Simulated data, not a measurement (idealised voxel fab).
This section sets out a process module, namely voxel transistor to metal.
We display cut, a cross-section 160 nm in width whose square cells are each 5 nm.
In this document a cross-section is written as a grid of square cells. It is given as a series of bands, listed from the top down, and a band is one or more rows of cells. Band entry format. Leading values: height of top, height of bottom, nm. Remainder: materials in left-to-right order, each with its width in nm. Special words: "all across" on a single material, which then fills the band edge to edge; "empty", empty space. A quick word on heights: they are counted from 0, and under that level the wafer as it came to us is one material throughout. The lowest band is different from the rest in having no bottom; it simply continues downward, written as in "0 and below". Quick explanation for "30 to 40": the width changes in equal steps down the rows of cells, from the first number in the band's top row to the second number in its bottom row. When a step is marked "everything unchanged", none of the cells in the cross-section changed during that step. If an empty space has no open way to the top and is at least 8 cells in size, "Unvented voids" lists it, written width x height at distance, where distance is measured from the left edge and every value is in nm. Whatever follows a step's settings on its line is a remark the simulator itself makes about that step. overlay nm: on a step with a mask, how far right of its planned place the mask lay; negative means left.

[Below is the list of planned process steps]
1. op RECEIVE | material Si
2. op CONFORMAL_DEP | material SiO2 | thk nm 5
3. op CONFORMAL_DEP | material SiN | thk nm 10
4. op MASKED_ETCH | tone cover | mask id ACTIVE | width nm 115 | etch materials SiN | depth nm 10 | overlay nm 0
5. op MASKED_ETCH | tone cover | mask id ACTIVE | width nm 115 | etch materials SiO2 | depth nm 5 | overlay nm 0
6. op MASKED_ETCH | tone cover | mask id ACTIVE | width nm 115 | etch materials Si | depth nm 30 | overlay nm 0
7. op OXIDIZE | depth nm 5
8. op FILL_DEP | material SiO2 | thk nm 15
9. op CMP | height nm 15
10. op SELECTIVE_ETCH | etch materials SiO2 | depth nm 10
11. op STRIP | etch materials SiN
12. op SELECTIVE_ETCH | etch materials SiO2 | depth nm 5
13. op OXIDIZE | depth nm 5
14. op DIRECTIONAL_DEP | material polySi | thk nm 25
15. op DIRECTIONAL_DEP | material SiCN | thk nm 10
16. op PATTERN | tone cover | mask id GATE | material resist | width nm 25 | thk nm 20 | overlay nm 0
17. op DIRECTIONAL_ETCH | etch materials SiCN | depth nm 20
18. op DIRECTIONAL_ETCH | etch materials polySi | depth nm 35
19. op STRIP | etch materials resist
20. op CONFORMAL_DEP | material SiO2 | thk nm 5
21. op DIRECTIONAL_ETCH | etch materials SiO2 | depth nm 5
22. op CONFORMAL_DEP | material SiN | thk nm 5
23. op DIRECTIONAL_ETCH | etch materials SiN | depth nm 5
24. op DIRECTIONAL_ETCH | etch materials SiO2 | depth nm 5
25. op EPI | material pSi | thk nm 5
26. op FILL_DEP | material SiO2 | thk nm 10
27. op CMP | height nm 35
28. op DIRECTIONAL_DEP | material SiO2 | thk nm 10
29. op MASKED_ETCH | tone open | mask id CONTACT | width nm 35 | pitch nm 70 | etch materials SiO2 | depth nm 45 | overlay nm 0
30. op CONFORMAL_DEP | material TiN | thk nm 5
31. op FILL_DEP | material Ru | thk nm 10
32. op CMP | height nm 45
33. op CONFORMAL_DEP | material SiN | thk nm 5
34. op DIRECTIONAL_DEP | material lowk | thk nm 20
35. op PATTERN | tone open | mask id METAL_1 | material resist | width nm 20 | pitch nm 85 | thk nm 20 | overlay nm 0
36. op DIRECTIONAL_ETCH | etch materials lowk | depth nm 20
37. op DIRECTIONAL_ETCH | etch materials SiN | depth nm 5
38. op STRIP | etch materials resist
39. op CONFORMAL_DEP | material TiN | thk nm 5
40. op FILL_DEP | material W | thk nm 5
41. op CMP | height nm 70
42. op EPI | material Ru | thk nm 5
43. op FILL_DEP | material SiCN | thk nm 5

[Cross-section: wafer on arrival = after step 1]
	0 and below | Si all across
	Unvented voids: none

[Wafer cross-section at module end: first of two, run to plan]
	80 down to 75 | SiCN all across
	75 down to 70 | 20 nm SiCN / 30 nm Ru / 55 nm SiCN / 30 nm Ru / 25 nm SiCN
	70 down to 50 | 25 nm lowk / 5 nm TiN / 10 nm W / 5 nm TiN / 65 nm lowk / 5 nm TiN / 10 nm W / 5 nm TiN / 30 nm lowk
	50 down to 45 | 25 nm SiN / 20 nm TiN / 65 nm SiN / 20 nm TiN / 30 nm SiN
	45 down to 35 | 25 nm SiO2 / 5 nm TiN / 25 to 20 nm Ru / 5 to 10 nm TiN / 35 nm SiO2 / 5 to 10 nm TiN / 25 to 20 nm Ru / 5 nm TiN / 30 nm SiO2
	35 down to 25 | 25 nm SiO2 / 5 nm TiN / 20 nm Ru / 5 nm TiN / 5 nm SiN / 5 nm SiO2 / 25 nm SiCN / 5 nm SiO2 / 5 nm SiN / 5 nm TiN / 20 nm Ru / 5 nm TiN / 30 nm SiO2
	25 down to 5 | 25 nm SiO2 / 5 nm TiN / 20 nm Ru / 5 nm TiN / 5 nm SiN / 5 nm SiO2 / 25 nm polySi / 5 nm SiO2 / 5 nm SiN / 5 nm TiN / 20 nm Ru / 5 nm TiN / 30 nm SiO2
	5 down to 0 | 25 nm SiO2 / 30 nm TiN / 5 nm SiN / 5 nm SiO2 / 25 nm polySi / 5 nm SiO2 / 5 nm SiN / 30 nm TiN / 30 nm SiO2
	0 down to -5 | 20 nm SiO2 / 35 nm pSi / 45 nm SiO2 / 35 nm pSi / 25 nm SiO2
	-5 down to -35 | 25 nm SiO2 / 105 nm Si / 30 nm SiO2
	-35 and below | Si all across
	Unvented voids: none

[second wafer at the end: like start, like plan, one mistake]
	80 down to 75 | SiCN all across
	75 down to 70 | 20 nm SiCN / 30 nm Ru / 55 nm SiCN / 30 nm Ru / 25 nm SiCN
	70 down to 50 | 25 nm lowk / 5 nm TiN / 10 nm W / 5 nm TiN / 65 nm lowk / 5 nm TiN / 10 nm W / 5 nm TiN / 30 nm lowk
	50 down to 45 | 25 nm SiN / 20 nm TiN / 65 nm SiN / 20 nm TiN / 30 nm SiN
	45 down to 40 | 25 nm SiO2 / 5 nm TiN / 25 nm Ru / 5 nm TiN / 35 nm SiO2 / 5 nm TiN / 25 nm Ru / 5 nm TiN / 30 nm SiO2
	40 down to 35 | 25 nm SiO2 / 35 nm TiN / 35 nm SiO2 / 35 nm TiN / 30 nm SiO2
	35 down to 25 | 65 nm SiCN / 5 nm SiO2 / 5 nm SiN / 5 nm SiO2 / 5 nm SiN / 5 nm SiO2 / 70 nm SiCN
	25 down to 0 | 65 nm polySi / 5 nm SiO2 / 5 nm SiN / 5 nm SiO2 / 5 nm SiN / 5 nm SiO2 / 70 nm polySi
	0 down to -5 | 75 nm SiO2 / 5 nm pSi / 80 nm SiO2
	-5 down to -35 | 25 nm SiO2 / 105 nm Si / 30 nm SiO2
	-35 and below | Si all across
	Unvented voids: none
What was done differently from what was planned? step 16 deviated from plan and actually ran as op PATTERN | tone open | mask id GATE | material resist | width nm 25 | thk nm 20 | overlay nm 0
Final cells, second wafer relative to first, materials higher or lower: 56 fewer of Ru | 44 more of SiCN | 57 fewer of SiO2 | 28 fewer of TiN | 13 fewer of pSi | 110 more of polySi
